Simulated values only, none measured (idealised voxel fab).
Name of the process module below: voxel trench capacitor
In the cross-section labelled cut, the width is 255 nm and each square cell is 5 nm.
Square cells in a grid make up a cross-section in this document, and the grid is given as bands, listed from the top down, each one or more rows of cells. Look at the band entry: it leads with the top's height and the bottom's height in nm. Then it lists the materials left to right, with a width in nm for each. The word "edge to edge" on a single material says that material fills the band edge to edge. The word "empty" is empty space. We count height from 0. Below that, the starting wafer is all one material. The lowest band never ends at the bottom but goes on down; see "0 down" for how that is written. Width: "30..40" (first number = top row, second number = bottom row, same change from row to row of cells). "remained unchanged" means the step left every cell of the cross-section as it was. The entry titled "Trapped cavities" provides the empty spaces that have no open way to the top, restricted to those of 8 cells or more. Each is presented as width x height at distance, the distance being measured from the left edge, with all three in nm. What comes after the settings on a step's line is commentary from the simulator itself on that step. overlay nm: for a step with a mask, the amount by which the mask lay right of where it was planned; a negative amount means left of it.

# plan
1. op RECEIVE | material Si
2. op CONFORMAL_DEP | material SiN | thk nm 10
3. op MASKED_ETCH | tone open | mask id TRENCH | width nm 25 | pitch nm 50 | etch materials SiN | depth nm 10 | overlay nm 0
4. op MASKED_ETCH | tone open | mask id TRENCH | width nm 25 | pitch nm 50 | etch materials Si | depth nm 40 | overlay nm 0
5. op CONFORMAL_DEP | material Al2O3 | thk nm 5
6. op CONFORMAL_DEP | material TiN | thk nm 5
7. op FILL_DEP | material W | thk nm 5
8. op CMP | height nm 10

# First of the two wafers, run per plan

# Delivered wafer in cross-section: state after step 1
    0 down = Si edge to edge
    Trapped cavities: none

# How the wafer stands in section after step 2
    10 to 0 = SiN edge to edge
    Whatever lies below 0 is exactly as it was before.

# How the wafer stands in section after step 3
    10 to 0 = 90 SiN, 25 empty, 25 SiN, 25 empty, 90 SiN
    Whatever lies below 0 is exactly as it was before.

# How the wafer stands in section after step 4
    10 to 0 = 90 SiN, 25 empty, 25 SiN, 25 empty, 90 SiN
    0 to -40 = 90 Si, 25 empty, 25 Si, 25 empty, 90 Si
    Whatever lies below -40 is exactly as it was before.

# How the wafer stands in section after step 5
    15 to 10 = 95 Al2O3, 15 empty, 35 Al2O3, 15 empty, 95 Al2O3
    10 to 0 = 90 SiN, 5 Al2O3, 15 empty, 5 Al2O3, 25 SiN, 5 Al2O3, 15 empty, 5 Al2O3, 90 SiN
    0 to -35 = 90 Si, 5 Al2O3, 15 empty, 5 Al2O3, 25 Si, 5 Al2O3, 15 empty, 5 Al2O3, 90 Si
    -35 to -40 = 90 Si, 25 Al2O3, 25 Si, 25 Al2O3, 90 Si
    Whatever lies below -40 is exactly as it was before.

# How the wafer stands in section after step 6
    20 to 15 = 100 TiN, 5 empty, 45 TiN, 5 empty, 100 TiN
    15 to 10 = 95 Al2O3, 5 TiN, 5 empty, 5 TiN, 35 Al2O3, 5 TiN, 5 empty, 5 TiN, 95 Al2O3
    10 to 0 = 90 SiN, 5 Al2O3, 5 TiN, 5 empty, 5 TiN, 5 Al2O3, 25 SiN, 5 Al2O3, 5 TiN, 5 empty, 5 TiN, 5 Al2O3, 90 SiN
    0 to -30 = 90 Si, 5 Al2O3, 5 TiN, 5 empty, 5 TiN, 5 Al2O3, 25 Si, 5 Al2O3, 5 TiN, 5 empty, 5 TiN, 5 Al2O3, 90 Si
    -30 to -35 = 90 Si, 5 Al2O3, 15 TiN, 5 Al2O3, 25 Si, 5 Al2O3, 15 TiN, 5 Al2O3, 90 Si
    Whatever lies below -35 is exactly as it was before.

# How the wafer stands in section after step 7
    25 to 20 = W edge to edge
    20 to 15 = 100 TiN, 5 W, 45 TiN, 5 W, 100 TiN
    15 to 10 = 95 Al2O3, 5 TiN, 5 W, 5 TiN, 35 Al2O3, 5 TiN, 5 W, 5 TiN, 95 Al2O3
    10 to 0 = 90 SiN, 5 Al2O3, 5 TiN, 5 W, 5 TiN, 5 Al2O3, 25 SiN, 5 Al2O3, 5 TiN, 5 W, 5 TiN, 5 Al2O3, 90 SiN
    0 to -30 = 90 Si, 5 Al2O3, 5 TiN, 5 W, 5 TiN, 5 Al2O3, 25 Si, 5 Al2O3, 5 TiN, 5 W, 5 TiN, 5 Al2O3, 90 Si
    Whatever lies below -30 is exactly as it was before.

# How the wafer stands in section after step 8
    10 to 0 = 90 SiN, 5 Al2O3, 5 TiN, 5 W, 5 TiN, 5 Al2O3, 25 SiN, 5 Al2O3, 5 TiN, 5 W, 5 TiN, 5 Al2O3, 90 SiN
    Whatever lies below 0 is exactly as it was before.

# The second wafer was prepared from the same starting point and under the same plan as the first; its processing contained one mistake, and it remains indistinguishable from the first wafer up to and including step 7

# Cross-section: second wafer, time at which step 8 was scheduled to end
    20 to 15 = 100 TiN, 5 W, 45 TiN, 5 W, 100 TiN
    Whatever lies below 15 is exactly as it was before.
Here's what went sideways: not per plan at step 8, really ran op CMP | height nm 20
FYI, end of process, the second wafer has more or fewer cells of some materials than the first: Al2O3 +45, TiN +53, W +4
